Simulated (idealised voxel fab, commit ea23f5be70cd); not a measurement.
Title: Process Module voxel tone inversion
Cross-section cut: width 240 nm, square cells of 5 nm.
We lay out every cross-section as a grid of square cells and spell it out in bands from the top down, where one band means one or more rows of cells.
Look at the band entry: it leads with the top's height and the bottom's height in nm. Then it lists the materials left to right, with a width in nm for each. The word "everywhere" on a single material says that material fills the band edge to edge. The word "blank" is empty space.
Heights from 0 (as-received wafer is one material below). Bottom band endless downward, as "0 down".
Width "30..40": first value at the band's top row of cells, second value at its bottom row, equal change from row to row.
"no alterations made" (step): cross-section cells unchanged, all of them.
Under "Sealed void list" you'll find the enclosed gaps, the ones with no way out to the top, that are 8 cells or bigger; each reads width x height at distance, with distance counted from the left edge, everything in nm.
Heads up: the bit after the settings on a step's line is the simulator's remark on that step.
"overlay nm", when on a step's line for a step with a mask, measures how far to the right of its planned place the mask lay; a negative measure means to the left.

THIS SECTION LISTS THE PROCESS STEPS THAT WERE PLANNED
1. op RECEIVE | material Si
2. op CONFORMAL_DEP | material SiN | thk nm 5
3. op DIRECTIONAL_DEP | material aC | thk nm 20
4. op PATTERN | tone cover | mask id POSTS | material resist | width nm 15 | pitch nm 45 | thk nm 30 | overlay nm 0
5. op DIRECTIONAL_ETCH | etch materials aC | depth nm 20
6. op STRIP | etch materials resist
7. op FILL_DEP | material SiO2 | thk nm 5
8. op CMP | height nm 25
9. op STRIP | etch materials aC
10. op CONFORMAL_DEP | material TiN | thk nm 5
11. op FILL_DEP | material Ru | thk nm 5
12. op CMP | height nm 25
13. op CONFORMAL_DEP | material SiN | thk nm 5

CROSS-SECTION OF THE WAFER AS IT CAME TO US, I.E., ALREADY THROUGH STEP 1
* 0 down = Si everywhere
* Sealed void list: none

HERE'S THE WAFER CUT IN CROSS-SECTION AFTER THE MODULE, STARTED AND PLANNED JUST LIKE ABOVE, EXCEPT ONE THING WAS DONE WRONG IN THE RUN
* 30 to 25 = SiN everywhere
* 25 to 10 = SiO2: 45 / TiN: 5 / Ru: 10 / TiN: 5 / SiO2: 25 / TiN: 5 / Ru: 10 / TiN: 5 / SiO2: 25 / TiN: 5 / Ru: 10 / TiN: 5 / SiO2: 25 / TiN: 5 / Ru: 10 / TiN: 5 / SiO2: 40
* 10 to 5 = SiO2: 45 / TiN: 20 / SiO2: 25 / TiN: 20 / SiO2: 25 / TiN: 20 / SiO2: 25 / TiN: 20 / SiO2: 40
* 5 to 0 = SiN everywhere
* 0 down = Si everywhere
* Sealed void list: none
So what did we get wrong on this run? step 4 ran with different settings than intended, the actual operation and settings being op PATTERN | tone cover | mask id POSTS | material resist | width nm 20 | pitch nm 45 | thk nm 30 | overlay nm 0
